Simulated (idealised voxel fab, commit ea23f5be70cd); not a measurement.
The following process module bears the name voxel transistor to metal.
Square cell edge 5 nm, section width 210 nm, ID cut.
Think of the cross-section as a grid of square cells. We describe it in bands, top to bottom, and each band covers one or more rows of those cells. This entry defines a band. It first specifies the height of the band's top and the height of its bottom in nm, and then specifies the band's materials from left to right, stating each material with its width in nm. The word "full width" identifies a single material that fills the band from edge to edge, while the word "blank" identifies empty space. Height reference: 0 = level under which incoming wafer is all one material. Lowest band: no bottom, runs on downward, e.g. "0 down". A two-number width, for instance "30 to 40", indicates that the width is equal to the first number in the top row of the band and to the second number in the bottom row, and that it changes by a constant amount per row of cells. For the purposes of this document, the phrase "remained unchanged" attached to a step denotes that no cell within the cross-section was modified by that step. The label "Enclosed void inventory" introduces a list of the empty spaces, 8 cells or larger, that have no open way up to the top; each entry in it reads width x height at distance, where the distance is taken from the left edge and all three are stated in nm. Past the settings on a step's line: simulator remark, on that step. Each step line may optionally specify "overlay nm", which for a step with a mask gives the rightward distance between the mask's planned place and where it lay, a negative value indicating the leftward direction. Each pair of cross-sections that follows straddles one process step: the one shows the state before the step, the other the state after it, down to the lowest band that changed and no further. The step in question, and its settings, are given under the pair. Note that a pair is not necessarily a continuation of the pair above it, since pairs can come from different runs of this module on the same starting wafer; it is a continuation only where its entry headed "Before step" says so.
-- Before step
15 to 0: SiN full width
0 to -5: SiO2 full width
-5 down: Si full width
Enclosed void inventory: none
-- Resultant Cross-Section
15 to 0: 40 of blank; 115 of SiN; 55 of blank
All layers under 0 are left as they were.
Enclosed void inventory: none
The before and after cross-sections above differ by one step: op MASKED_ETCH | tone cover | mask id ACTIVE | width nm 115 | etch materials SiN | depth nm 15 | overlay nm -5
Before step: see preceding pair, after cross-section.
-- Resultant Cross-Section
15 to 0: 40 of blank; 115 of SiN; 55 of blank
0 to -5: 40 of blank; 120 of SiO2; 50 of blank
All layers under -5 are left as they were.
Enclosed void inventory: none
The before and after cross-sections above differ by one step: op MASKED_ETCH | tone cover | mask id ACTIVE | width nm 115 | etch materials SiO2 | depth nm 5 | overlay nm 0
Before step: see preceding pair, after cross-section.
-- Resultant Cross-Section
15 to 0: 40 of blank; 115 of SiN; 55 of blank
0 to -5: 40 of blank; 120 of SiO2; 50 of blank
-5 to -30: 40 of blank; 120 of Si; 50 of blank
All layers under -30 are left as they were.
Enclosed void inventory: none
The before and after cross-sections above differ by one step: op MASKED_ETCH | tone cover | mask id ACTIVE | width nm 115 | etch materials Si | depth nm 25 | overlay nm 0
Before step: see preceding pair, after cross-section.
-- Resultant Cross-Section
15 to 0: 40 of blank; 115 of SiN; 55 of blank
0 to -5: 40 of blank; 120 of SiO2; 50 of blank
-5 to -30: 40 of blank; 5 of SiO2; 110 of Si; 5 of SiO2; 50 of blank
-30 to -35: 45 of SiO2; 110 of Si; 55 of SiO2
All layers under -35 are left as they were.
Enclosed void inventory: none
The before and after cross-sections above differ by one step: op OXIDIZE | depth nm 5
Before step: see preceding pair, after cross-section.
-- Resultant Cross-Section
30 to 15: SiO2 full width
15 to 0: 40 of SiO2; 115 of SiN; 55 of SiO2
0 to -5: SiO2 full width
-5 to -35: 45 of SiO2; 110 of Si; 55 of SiO2
All layers under -35 are left as they were.
Enclosed void inventory: none
The before and after cross-sections above differ by one step: op FILL_DEP | material SiO2 | thk nm 15
Before step: see preceding pair, after cross-section.
-- Resultant Cross-Section
15 to 0: 40 of SiO2; 115 of SiN; 55 of SiO2
All layers under 0 are left as they were.
Enclosed void inventory: none
The before and after cross-sections above differ by one step: op CMP | height nm 15
Before step: see preceding pair, after cross-section.
-- Resultant Cross-Section
15 to 5: 40 of blank; 115 of SiN; 55 of blank
All layers under 5 are left as they were.
Enclosed void inventory: none
The before and after cross-sections above differ by one step: op SELECTIVE_ETCH | etch materials SiO2 | depth nm 10
Before step: see preceding pair, after cross-section.
-- Resultant Cross-Section
5 to 0: 40 of SiO2; 115 of blank; 55 of SiO2
All layers under 0 are left as they were.
Enclosed void inventory: none
The before and after cross-sections above differ by one step: op STRIP | etch materials SiN
Before step: see preceding pair, after cross-section.
-- Resultant Cross-Section
0 to -5: 35 of SiO2; 125 of blank; 50 of SiO2
All layers under -5 are left as they were.
Enclosed void inventory: none
The before and after cross-sections above differ by one step: op SELECTIVE_ETCH | etch materials SiO2 | depth nm 5
Before step: see preceding pair, after cross-section.
-- Resultant Cross-Section
0 to -5: 35 of SiO2; 125 of blank; 50 of SiO2
-5 to -10: SiO2 full width
All layers under -10 are left as they were.
Enclosed void inventory: none
The before and after cross-sections above differ by one step: op OXIDIZE | depth nm 5
Before step: see preceding pair, after cross-section.
-- Resultant Cross-Section
25 to 20: 35 of polySi; 125 of blank; 50 of polySi
20 to 0: polySi full width
0 to -5: 35 of SiO2; 125 of polySi; 50 of SiO2
All layers under -5 are left as they were.
Enclosed void inventory: none
The before and after cross-sections above differ by one step: op DIRECTIONAL_DEP | material polySi | thk nm 25
Before step: see preceding pair, after cross-section.
-- Resultant Cross-Section
35 to 30: 35 of SiCN; 125 of blank; 50 of SiCN
30 to 25: SiCN full width
25 to 20: 35 of polySi; 125 of SiCN; 50 of polySi
All layers under 20 are left as they were.
Enclosed void inventory: none
The before and after cross-sections above differ by one step: op DIRECTIONAL_DEP | material SiCN | thk nm 10
Before step: see preceding pair, after cross-section.
-- Resultant Cross-Section
45 to 40: 35 of aC; 125 of blank; 50 of aC
40 to 35: aC full width
35 to 30: 35 of SiCN; 125 of aC; 50 of SiCN
All layers under 30 are left as they were.
Enclosed void inventory: none
The before and after cross-sections above differ by one step: op DIRECTIONAL_DEP | material aC | thk nm 10
Before step: see preceding pair, after cross-section.
-- Resultant Cross-Section
70 to 45: 95 of blank; 15 of resist; 100 of blank
45 to 40: 35 of aC; 60 of blank; 15 of resist; 50 of blank; 50 of aC
All layers under 40 are left as they were.
Enclosed void inventory: none
The before and after cross-sections above differ by one step: op PATTERN | tone cover | mask id GATE | material resist | width nm 15 | thk nm 25 | overlay nm 0
Before step: see preceding pair, after cross-section.
-- Resultant Cross-Section
60 to 40: 95 of blank; 15 of resist; 100 of blank
40 to 35: 95 of blank; 15 of aC; 100 of blank
35 to 30: 35 of SiCN; 60 of blank; 15 of aC; 50 of blank; 50 of SiCN
All layers under 30 are left as they were.
Enclosed void inventory: none
The before and after cross-sections above differ by one step: op DIRECTIONAL_ETCH | etch materials aC | depth nm 10
Before step: see preceding pair, after cross-section.
-- Resultant Cross-Section
40 to 35: 95 of blank; 15 of aC; 100 of blank
All layers under 35 are left as they were.
Enclosed void inventory: none
The before and after cross-sections above differ by one step: op STRIP | etch materials resist
Before step: see preceding pair, after cross-section.
-- Resultant Cross-Section
40 to 30: 95 of blank; 15 of aC; 100 of blank
30 to 25: 95 of blank; 15 of SiCN; 100 of blank
25 to 20: 35 of polySi; 60 of blank; 15 of SiCN; 50 of blank; 50 of polySi
All layers under 20 are left as they were.
Enclosed void inventory: none
The before and after cross-sections above differ by one step: op DIRECTIONAL_ETCH | etch materials SiCN | depth nm 20
Before step: see preceding pair, after cross-section.
-- Resultant Cross-Section
40 to 30: 95 of blank; 15 of aC; 100 of blank
30 to 20: 95 of blank; 15 of SiCN; 100 of blank
20 to 0: 95 of blank; 15 of polySi; 100 of blank
0 to -5: 35 of SiO2; 60 of blank; 15 of polySi; 50 of blank; 50 of SiO2
All layers under -5 are left as they were.
Enclosed void inventory: none
The before and after cross-sections above differ by one step: op DIRECTIONAL_ETCH | etch materials polySi | depth nm 35
Before step: see preceding pair, after cross-section.
-- Resultant Cross-Section
30 to 20: 95 of blank; 15 of SiCN; 100 of blank
All layers under 20 are left as they were.
Enclosed void inventory: none
The before and after cross-sections above differ by one step: op STRIP | etch materials aC
Before step: see preceding pair, after cross-section.
-- Resultant Cross-Section
40 to 30: 85 of blank; 35 of SiN; 90 of blank
30 to 20: 85 of blank; 10 of SiN; 15 of SiCN; 10 of SiN; 90 of blank
20 to 10: 85 of blank; 10 of SiN; 15 of polySi; 10 of SiN; 90 of blank
10 to 5: 45 of SiN; 40 of blank; 10 of SiN; 15 of polySi; 10 of SiN; 30 of blank; 60 of SiN
5 to 0: 95 of SiN; 15 of polySi; 100 of SiN
0 to -5: 35 of SiO2; 60 of SiN; 15 of polySi; 50 of SiN; 50 of SiO2
All layers under -5 are left as they were.
Enclosed void inventory: none
The before and after cross-sections above differ by one step: op CONFORMAL_DEP | material SiN | thk nm 10
Before step: see preceding pair, after cross-section.
-- Resultant Cross-Section
30 to 20: 85 of blank; 10 of SiN; 15 of SiCN; 10 of SiN; 90 of blank
20 to 0: 85 of blank; 10 of SiN; 15 of polySi; 10 of SiN; 90 of blank
0 to -5: 35 of SiO2; 10 of SiN; 40 of blank; 10 of SiN; 15 of polySi; 10 of SiN; 30 of blank; 10 of SiN; 50 of SiO2
All layers under -5 are left as they were.
Enclosed void inventory: none
The before and after cross-sections above differ by one step: op DIRECTIONAL_ETCH | etch materials SiN | depth nm 10
Before step: see preceding pair, after cross-section.
-- Resultant Cross-Section
30 to 20: 85 of blank; 10 of SiN; 15 of SiCN; 10 of SiN; 90 of blank
20 to 0: 85 of blank; 10 of SiN; 15 of polySi; 10 of SiN; 90 of blank
0 to -5: 35 of blank; 10 of SiN; 40 of blank; 10 of SiN; 15 of polySi; 10 of SiN; 30 of blank; 10 of SiN; 50 of blank
-5 to -10: 45 of SiO2; 40 of blank; 35 of SiO2; 30 of blank; 60 of SiO2
All layers under -10 are left as they were.
Enclosed void inventory: none
The before and after cross-sections above differ by one step: op DIRECTIONAL_ETCH | etch materials SiO2 | depth nm 5
Before step: see preceding pair, after cross-section.
-- Resultant Cross-Section
30 to 20: 85 of blank; 10 of SiN; 15 of SiCN; 10 of SiN; 90 of blank
20 to 0: 85 of blank; 10 of SiN; 15 of polySi; 10 of SiN; 90 of blank
0 to -5: 35 of blank; 10 of SiN; 40 of blank; 10 of SiN; 15 of polySi; 10 of SiN; 30 of blank; 10 of SiN; 50 of blank
-5 to -10: 45 of SiO2; 40 of blank; 35 of SiO2; 30 of blank; 60 of SiO2
-10 to -20: 45 of SiO2; 40 of blank; 35 of Si; 30 of blank; 5 of Si; 55 of SiO2
All layers under -20 are left as they were.
Enclosed void inventory: none
The before and after cross-sections above differ by one step: op DIRECTIONAL_ETCH | etch materials Si | depth nm 10
Before step: see preceding pair, after cross-section.
-- Resultant Cross-Section
30 to 20: 85 of blank; 10 of SiN; 15 of SiCN; 10 of SiN; 90 of blank
20 to 5: 85 of blank; 10 of SiN; 15 of polySi; 10 of SiN; 90 of blank
5 to 0: 70 of blank; 15 of nSi; 10 of SiN; 15 of polySi; 10 of SiN; 35 of nSi; 55 of blank
0 to -5: 35 of blank; 10 of SiN; 25 of blank; 15 of nSi; 10 of SiN; 15 of polySi; 10 of SiN; 30 of nSi; 10 of SiN; 50 of blank
-5 to -10: 45 of SiO2; 40 of nSi; 35 of SiO2; 30 of nSi; 60 of SiO2
-10 to -20: 45 of SiO2; 40 of nSi; 35 of Si; 30 of nSi; 5 of Si; 55 of SiO2
All layers under -20 are left as they were.
Enclosed void inventory: none
The before and after cross-sections above differ by one step: op EPI | material nSi | thk nm 15
Before step: see preceding pair, after cross-section.
-- Resultant Cross-Section
35 to 30: SiO2 full width
30 to 20: 85 of SiO2; 10 of SiN; 15 of SiCN; 10 of SiN; 90 of SiO2
20 to 5: 85 of SiO2; 10 of SiN; 15 of polySi; 10 of SiN; 90 of SiO2
5 to 0: 70 of SiO2; 15 of nSi; 10 of SiN; 15 of polySi; 10 of SiN; 35 of nSi; 55 of SiO2
0 to -5: 35 of SiO2; 10 of SiN; 25 of SiO2; 15 of nSi; 10 of SiN; 15 of polySi; 10 of SiN; 30 of nSi; 10 of SiN; 50 of SiO2
All layers under -5 are left as they were.
Enclosed void inventory: none
The before and after cross-sections above differ by one step: op FILL_DEP | material SiO2 | thk nm 5
Before step: see preceding pair, after cross-section.
-- Resultant Cross-Section
30 to 20: 85 of SiO2; 10 of SiN; 15 of SiCN; 10 of SiN; 90 of SiO2
All layers under 20 are left as they were.
Enclosed void inventory: none
The before and after cross-sections above differ by one step: op CMP | height nm 30
Before step: see preceding pair, after cross-section.
-- Resultant Cross-Section
45 to 30: SiO2 full width
All layers under 30 are left as they were.
Enclosed void inventory: none
The before and after cross-sections above differ by one step: op DIRECTIONAL_DEP | material SiO2 | thk nm 15
Before step: see preceding pair, after cross-section.
-- Resultant Cross-Section
55 to 45: aC full width
All layers under 45 are left as they were.
Enclosed void inventory: none
The before and after cross-sections above differ by one step: op DIRECTIONAL_DEP | material aC | thk nm 10
Before step: see preceding pair, after cross-section.
-- Resultant Cross-Section
85 to 55: 55 of resist; 20 of blank; 55 of resist; 20 of blank; 60 of resist
All layers under 55 are left as they were.
Enclosed void inventory: none
The before and after cross-sections above differ by one step: op PATTERN | tone open | mask id CONTACT | material resist | width nm 20 | pitch nm 75 | thk nm 30 | overlay nm 0
Before step: see preceding pair, after cross-section.
-- Resultant Cross-Section
75 to 55: 55 of resist; 20 of blank; 55 of resist; 20 of blank; 60 of resist
55 to 45: 55 of aC; 20 of blank; 55 of aC; 20 of blank; 60 of aC
All layers under 45 are left as they were.
Enclosed void inventory: none
The before and after cross-sections above differ by one step: op DIRECTIONAL_ETCH | etch materials aC | depth nm 10
Before step: see preceding pair, after cross-section.
-- Resultant Cross-Section
55 to 45: 55 of aC; 20 of blank; 55 of aC; 20 of blank; 60 of aC
All layers under 45 are left as they were.
Enclosed void inventory: none
The before and after cross-sections above differ by one step: op STRIP | etch materials resist
Before step: see preceding pair, after cross-section.
-- Resultant Cross-Section
55 to 45: 55 of aC; 20 of blank; 55 of aC; 20 of blank; 60 of aC
45 to 30: 55 of SiO2; 20 of blank; 55 of SiO2; 20 of blank; 60 of SiO2
30 to 20: 55 of SiO2; 20 of blank; 10 of SiO2; 10 of SiN; 15 of SiCN; 10 of SiN; 10 of SiO2; 20 of blank; 60 of SiO2
20 to 5: 55 of SiO2; 20 of blank; 10 of SiO2; 10 of SiN; 15 of polySi; 10 of SiN; 10 of SiO2; 20 of blank; 60 of SiO2
5 to 0: 55 of SiO2; 15 of blank; 15 of nSi; 10 of SiN; 15 of polySi; 10 of SiN; 35 of nSi; 55 of SiO2
0 to -5: 35 of SiO2; 10 of SiN; 10 of SiO2; 15 of blank; 15 of nSi; 10 of SiN; 15 of polySi; 10 of SiN; 30 of nSi; 10 of SiN; 50 of SiO2
All layers under -5 are left as they were.
Enclosed void inventory: none
The before and after cross-sections above differ by one step: op DIRECTIONAL_ETCH | etch materials SiO2 | depth nm 50
Before step: see preceding pair, after cross-section.
-- Resultant Cross-Section
45 to 30: 55 of SiO2; 20 of blank; 55 of SiO2; 20 of blank; 60 of SiO2
All layers under 30 are left as they were.
Enclosed void inventory: none
The before and after cross-sections above differ by one step: op STRIP | etch materials aC
Before step: see preceding pair, after cross-section.
-- Resultant Cross-Section
50 to 45: 60 of TiN; 10 of blank; 65 of TiN; 10 of blank; 65 of TiN
45 to 30: 55 of SiO2; 5 of TiN; 10 of blank; 5 of TiN; 55 of SiO2; 5 of TiN; 10 of blank; 5 of TiN; 60 of SiO2
30 to 20: 55 of SiO2; 5 of TiN; 10 of blank; 5 of TiN; 10 of SiO2; 10 of SiN; 15 of SiCN; 10 of SiN; 10 of SiO2; 5 of TiN; 10 of blank; 5 of TiN; 60 of SiO2
20 to 10: 55 of SiO2; 5 of TiN; 10 of blank; 5 of TiN; 10 of SiO2; 10 of SiN; 15 of polySi; 10 of SiN; 10 of SiO2; 5 of TiN; 10 of blank; 5 of TiN; 60 of SiO2
10 to 5: 55 of SiO2; 5 of TiN; 5 of blank; 10 of TiN; 10 of SiO2; 10 of SiN; 15 of polySi; 10 of SiN; 10 of SiO2; 20 of TiN; 60 of SiO2
5 to 0: 55 of SiO2; 5 of TiN; 5 of blank; 5 of TiN; 15 of nSi; 10 of SiN; 15 of polySi; 10 of SiN; 35 of nSi; 55 of SiO2
0 to -5: 35 of SiO2; 10 of SiN; 10 of SiO2; 15 of TiN; 15 of nSi; 10 of SiN; 15 of polySi; 10 of SiN; 30 of nSi; 10 of SiN; 50 of SiO2
All layers under -5 are left as they were.
Enclosed void inventory: none
The before and after cross-sections above differ by one step: op CONFORMAL_DEP | material TiN | thk nm 5
Before step: see preceding pair, after cross-section.
-- Resultant Cross-Section
55 to 50: W full width
50 to 45: 60 of TiN; 10 of W; 65 of TiN; 10 of W; 65 of TiN
45 to 30: 55 of SiO2; 5 of TiN; 10 of W; 5 of TiN; 55 of SiO2; 5 of TiN; 10 of W; 5 of TiN; 60 of SiO2
30 to 20: 55 of SiO2; 5 of TiN; 10 of W; 5 of TiN; 10 of SiO2; 10 of SiN; 15 of SiCN; 10 of SiN; 10 of SiO2; 5 of TiN; 10 of W; 5 of TiN; 60 of SiO2
20 to 10: 55 of SiO2; 5 of TiN; 10 of W; 5 of TiN; 10 of SiO2; 10 of SiN; 15 of polySi; 10 of SiN; 10 of SiO2; 5 of TiN; 10 of W; 5 of TiN; 60 of SiO2
10 to 5: 55 of SiO2; 5 of TiN; 5 of W; 10 of TiN; 10 of SiO2; 10 of SiN; 15 of polySi; 10 of SiN; 10 of SiO2; 20 of TiN; 60 of SiO2
5 to 0: 55 of SiO2; 5 of TiN; 5 of W; 5 of TiN; 15 of nSi; 10 of SiN; 15 of polySi; 10 of SiN; 35 of nSi; 55 of SiO2
All layers under 0 are left as they were.
Enclosed void inventory: none
The before and after cross-sections above differ by one step: op FILL_DEP | material W | thk nm 5
Before step: see preceding pair, after cross-section.
-- Resultant Cross-Section
45 to 30: 55 of SiO2; 5 of TiN; 10 of W; 5 of TiN; 55 of SiO2; 5 of TiN; 10 of W; 5 of TiN; 60 of SiO2
All layers under 30 are left as they were.
Enclosed void inventory: none
The before and after cross-sections above differ by one step: op CMP | height nm 45
Before step: see preceding pair, after cross-section.
-- Resultant Cross-Section
50 to 45: SiCN full width
All layers under 45 are left as they were.
Enclosed void inventory: none
The before and after cross-sections above differ by one step: op CONFORMAL_DEP | material SiCN | thk nm 5
Before step: see preceding pair, after cross-section.
-- Resultant Cross-Section
75 to 50: lowk full width
All layers under 50 are left as they were.
Enclosed void inventory: none
The before and after cross-sections above differ by one step: op DIRECTIONAL_DEP | material lowk | thk nm 25
Before step: see preceding pair, after cross-section.
-- Resultant Cross-Section
90 to 75: 55 of resist; 20 of blank; 55 of resist; 20 of blank; 60 of resist
All layers under 75 are left as they were.
Enclosed void inventory: none
The before and after cross-sections above differ by one step: op PATTERN | tone open | mask id METAL_1 | material resist | width nm 20 | pitch nm 75 | thk nm 15 | overlay nm 0
Before step: see preceding pair, after cross-section.
-- Resultant Cross-Section
90 to 75: 55 of resist; 20 of blank; 55 of resist; 20 of blank; 60 of resist
75 to 50: 55 of lowk; 20 of blank; 55 of lowk; 20 of blank; 60 of lowk
All layers under 50 are left as they were.
Enclosed void inventory: none
The before and after cross-sections above differ by one step: op DIRECTIONAL_ETCH | etch materials lowk | depth nm 25
Before step: see preceding pair, after cross-section.
-- Resultant Cross-Section
90 to 75: 55 of resist; 20 of blank; 55 of resist; 20 of blank; 60 of resist
75 to 50: 55 of lowk; 20 of blank; 55 of lowk; 20 of blank; 60 of lowk
50 to 45: 55 of SiCN; 20 of blank; 55 of SiCN; 20 of blank; 60 of SiCN
All layers under 45 are left as they were.
Enclosed void inventory: none
The before and after cross-sections above differ by one step: op DIRECTIONAL_ETCH | etch materials SiCN | depth nm 5
Before step: see preceding pair, after cross-section.
-- Resultant Cross-Section
75 to 50: 55 of lowk; 20 of blank; 55 of lowk; 20 of blank; 60 of lowk
All layers under 50 are left as they were.
Enclosed void inventory: none
The before and after cross-sections above differ by one step: op STRIP | etch materials resist
Before step: see preceding pair, after cross-section.
-- Resultant Cross-Section
80 to 75: 60 of TiN; 10 of blank; 65 of TiN; 10 of blank; 65 of TiN
75 to 50: 55 of lowk; 5 of TiN; 10 of blank; 5 of TiN; 55 of lowk; 5 of TiN; 10 of blank; 5 of TiN; 60 of lowk
50 to 45: 55 of SiCN; 20 of TiN; 55 of SiCN; 20 of TiN; 60 of SiCN
All layers under 45 are left as they were.
Enclosed void inventory: none
The before and after cross-sections above differ by one step: op CONFORMAL_DEP | material TiN | thk nm 5
Before step: see preceding pair, after cross-section.
-- Resultant Cross-Section
90 to 80: Ru full width
80 to 75: 60 of TiN; 10 of Ru; 65 of TiN; 10 of Ru; 65 of TiN
75 to 50: 55 of lowk; 5 of TiN; 10 of Ru; 5 of TiN; 55 of lowk; 5 of TiN; 10 of Ru; 5 of TiN; 60 of lowk
All layers under 50 are left as they were.
Enclosed void inventory: none
The before and after cross-sections above differ by one step: op FILL_DEP | material Ru | thk nm 10
Before step: see preceding pair, after cross-section.
-- Resultant Cross-Section
75 to 50: 55 of lowk; 5 of TiN; 10 of Ru; 5 of TiN; 55 of lowk; 5 of TiN; 10 of Ru; 5 of TiN; 60 of lowk
All layers under 50 are left as they were.
Enclosed void inventory: none
The before and after cross-sections above differ by one step: op CMP | height nm 75
Before step: see preceding pair, after cross-section.
-- Resultant Cross-Section
80 to 75: SiN full width
All layers under 75 are left as they were.
Enclosed void inventory: none
The before and after cross-sections above differ by one step: op CONFORMAL_DEP | material SiN | thk nm 5
-- Before step
50 to 45: 60 of TiN; 10 of blank; 65 of TiN; 10 of blank; 65 of TiN
45 to 30: 55 of SiO2; 5 of TiN; 10 of blank; 5 of TiN; 55 of SiO2; 5 of TiN; 10 of blank; 5 of TiN; 60 of SiO2
30 to 20: 55 of SiO2; 5 of TiN; 10 of blank; 5 of TiN; 10 of SiO2; 10 of SiN; 15 of SiCN; 10 of SiN; 10 of SiO2; 5 of TiN; 10 of blank; 5 of TiN; 60 of SiO2
20 to 10: 55 of SiO2; 5 of TiN; 10 of blank; 5 of TiN; 10 of SiO2; 10 of SiN; 15 of polySi; 10 of SiN; 10 of SiO2; 5 of TiN; 10 of blank; 5 of TiN; 60 of SiO2
10 to 5: 55 of SiO2; 5 of TiN; 5 of blank; 10 of TiN; 10 of SiO2; 10 of SiN; 15 of polySi; 10 of SiN; 10 of SiO2; 10 of TiN; 5 of blank; 5 of TiN; 60 of SiO2
5 to 0: 55 of SiO2; 5 of TiN; 5 of blank; 5 of TiN; 15 of nSi; 10 of SiN; 15 of polySi; 10 of SiN; 15 of nSi; 5 of TiN; 5 of blank; 5 of TiN; 60 of SiO2
0 to -5: 40 of SiO2; 10 of SiN; 5 of SiO2; 15 of TiN; 15 of nSi; 10 of SiN; 15 of polySi; 10 of SiN; 15 of nSi; 15 of TiN; 5 of SiO2; 10 of SiN; 45 of SiO2
-5 to -10: 50 of SiO2; 35 of nSi; 35 of SiO2; 35 of nSi; 55 of SiO2
-10 to -20: 50 of SiO2; 35 of nSi; 35 of Si; 35 of nSi; 55 of SiO2
-20 to -35: 50 of SiO2; 105 of Si; 55 of SiO2
-35 down: Si full width
Enclosed void inventory: none
-- Resultant Cross-Section
55 to 50: aC full width
50 to 45: 60 of TiN; 10 of aC; 65 of TiN; 10 of aC; 65 of TiN
45 to 30: 55 of SiO2; 5 of TiN; 10 of aC; 5 of TiN; 55 of SiO2; 5 of TiN; 10 of aC; 5 of TiN; 60 of SiO2
30 to 20: 55 of SiO2; 5 of TiN; 10 of aC; 5 of TiN; 10 of SiO2; 10 of SiN; 15 of SiCN; 10 of SiN; 10 of SiO2; 5 of TiN; 10 of aC; 5 of TiN; 60 of SiO2
20 to 10: 55 of SiO2; 5 of TiN; 10 of aC; 5 of TiN; 10 of SiO2; 10 of SiN; 15 of polySi; 10 of SiN; 10 of SiO2; 5 of TiN; 10 of aC; 5 of TiN; 60 of SiO2
10 to 5: 55 of SiO2; 5 of TiN; 5 of aC; 10 of TiN; 10 of SiO2; 10 of SiN; 15 of polySi; 10 of SiN; 10 of SiO2; 10 of TiN; 5 of aC; 5 of TiN; 60 of SiO2
5 to 0: 55 of SiO2; 5 of TiN; 5 of aC; 5 of TiN; 15 of nSi; 10 of SiN; 15 of polySi; 10 of SiN; 15 of nSi; 5 of TiN; 5 of aC; 5 of TiN; 60 of SiO2
All layers under 0 are left as they were.
Enclosed void inventory: none
The before and after cross-sections above differ by one step: op FILL_DEP | material aC | thk nm 5
Before step: see preceding pair, after cross-section.
-- Resultant Cross-Section
45 to 30: 55 of SiO2; 5 of TiN; 10 of aC; 5 of TiN; 55 of SiO2; 5 of TiN; 10 of aC; 5 of TiN; 60 of SiO2
All layers under 30 are left as they were.
Enclosed void inventory: none
The before and after cross-sections above differ by one step: op CMP | height nm 45
Before step: see preceding pair, after cross-section.
-- Resultant Cross-Section
50 to 45: SiCN full width
All layers under 45 are left as they were.
Enclosed void inventory: none
The before and after cross-sections above differ by one step: op CONFORMAL_DEP | material SiCN | thk nm 5
Before step: see preceding pair, after cross-section.
-- Resultant Cross-Section
75 to 50: lowk full width
All layers under 50 are left as they were.
Enclosed void inventory: none
The before and after cross-sections above differ by one step: op DIRECTIONAL_DEP | material lowk | thk nm 25
Before step: see preceding pair, after cross-section.
-- Resultant Cross-Section
90 to 75: 55 of resist; 20 of blank; 55 of resist; 20 of blank; 60 of resist
All layers under 75 are left as they were.
Enclosed void inventory: none
The before and after cross-sections above differ by one step: op PATTERN | tone open | mask id METAL_1 | material resist | width nm 20 | pitch nm 75 | thk nm 15 | overlay nm 0
Before step: see preceding pair, after cross-section.
-- Resultant Cross-Section
90 to 75: 55 of resist; 20 of blank; 55 of resist; 20 of blank; 60 of resist
75 to 50: 55 of lowk; 20 of blank; 55 of lowk; 20 of blank; 60 of lowk
All layers under 50 are left as they were.
Enclosed void inventory: none
The before and after cross-sections above differ by one step: op DIRECTIONAL_ETCH | etch materials lowk | depth nm 25
Before step: see preceding pair, after cross-section.
-- Resultant Cross-Section
90 to 75: 55 of resist; 20 of blank; 55 of resist; 20 of blank; 60 of resist
75 to 50: 55 of lowk; 20 of blank; 55 of lowk; 20 of blank; 60 of lowk
50 to 45: 55 of SiCN; 20 of blank; 55 of SiCN; 20 of blank; 60 of SiCN
All layers under 45 are left as they were.
Enclosed void inventory: none
The before and after cross-sections above differ by one step: op DIRECTIONAL_ETCH | etch materials SiCN | depth nm 5
Before step: see preceding pair, after cross-section.
-- Resultant Cross-Section
75 to 50: 55 of lowk; 20 of blank; 55 of lowk; 20 of blank; 60 of lowk
All layers under 50 are left as they were.
Enclosed void inventory: none
The before and after cross-sections above differ by one step: op STRIP | etch materials resist
Before step: see preceding pair, after cross-section.
-- Resultant Cross-Section
80 to 75: 60 of TiN; 10 of blank; 65 of TiN; 10 of blank; 65 of TiN
75 to 50: 55 of lowk; 5 of TiN; 10 of blank; 5 of TiN; 55 of lowk; 5 of TiN; 10 of blank; 5 of TiN; 60 of lowk
50 to 45: 55 of SiCN; 20 of TiN; 55 of SiCN; 20 of TiN; 60 of SiCN
All layers under 45 are left as they were.
Enclosed void inventory: none
The before and after cross-sections above differ by one step: op CONFORMAL_DEP | material TiN | thk nm 5
Before step: see preceding pair, after cross-section.
-- Resultant Cross-Section
90 to 80: Ru full width
80 to 75: 60 of TiN; 10 of Ru; 65 of TiN; 10 of Ru; 65 of TiN
75 to 50: 55 of lowk; 5 of TiN; 10 of Ru; 5 of TiN; 55 of lowk; 5 of TiN; 10 of Ru; 5 of TiN; 60 of lowk
All layers under 50 are left as they were.
Enclosed void inventory: none
The before and after cross-sections above differ by one step: op FILL_DEP | material Ru | thk nm 10
Before step: see preceding pair, after cross-section.
-- Resultant Cross-Section
75 to 50: 55 of lowk; 5 of TiN; 10 of Ru; 5 of TiN; 55 of lowk; 5 of TiN; 10 of Ru; 5 of TiN; 60 of lowk
All layers under 50 are left as they were.
Enclosed void inventory: none
The before and after cross-sections above differ by one step: op CMP | height nm 75
Before step: see preceding pair, after cross-section.
-- Resultant Cross-Section
80 to 75: SiN full width
All layers under 75 are left as they were.
Enclosed void inventory: none
The before and after cross-sections above differ by one step: op CONFORMAL_DEP | material SiN | thk nm 5
-- Before step
45 to 40: 40 of aC; 125 of blank; 45 of aC
40 to 35: aC full width
35 to 30: 40 of SiCN; 125 of aC; 45 of SiCN
30 to 25: SiCN full width
25 to 20: 40 of polySi; 125 of SiCN; 45 of polySi
20 to 0: polySi full width
0 to -5: 40 of SiO2; 125 of polySi; 45 of SiO2
-5 to -10: SiO2 full width
-10 to -35: 50 of SiO2; 105 of Si; 55 of SiO2
-35 down: Si full width
Enclosed void inventory: none
-- Resultant Cross-Section
70 to 45: 95 of resist; 15 of blank; 100 of resist
45 to 40: 40 of aC; 55 of resist; 15 of blank; 55 of resist; 45 of aC
All layers under 40 are left as they were.
Enclosed void inventory: none
The before and after cross-sections above differ by one step: op PATTERN | tone open | mask id GATE | material resist | width nm 15 | thk nm 25 | overlay nm 0
Before step: see preceding pair, after cross-section.
-- Resultant Cross-Section
60 to 45: 95 of resist; 15 of blank; 100 of resist
45 to 40: 40 of aC; 55 of resist; 15 of blank; 55 of resist; 45 of aC
40 to 35: 95 of aC; 15 of blank; 100 of aC
35 to 30: 40 of SiCN; 55 of aC; 15 of blank; 55 of aC; 45 of SiCN
All layers under 30 are left as they were.
Enclosed void inventory: none
The before and after cross-sections above differ by one step: op DIRECTIONAL_ETCH | etch materials aC | depth nm 10
Before step: see preceding pair, after cross-section.
-- Resultant Cross-Section
45 to 35: 40 to 95 of aC; 125 to 15 of blank; 45 to 100 of aC
All layers under 35 are left as they were.
Enclosed void inventory: none
The before and after cross-sections above differ by one step: op STRIP | etch materials resist
Before step: see preceding pair, after cross-section.
-- Resultant Cross-Section
45 to 35: 40 to 95 of aC; 125 to 15 of blank; 45 to 100 of aC
35 to 30: 40 of SiCN; 55 of aC; 15 of blank; 55 of aC; 45 of SiCN
30 to 25: 95 of SiCN; 15 of blank; 100 of SiCN
25 to 20: 40 of polySi; 55 of SiCN; 15 of blank; 55 of SiCN; 45 of polySi
All layers under 20 are left as they were.
Enclosed void inventory: none
The before and after cross-sections above differ by one step: op DIRECTIONAL_ETCH | etch materials SiCN | depth nm 20
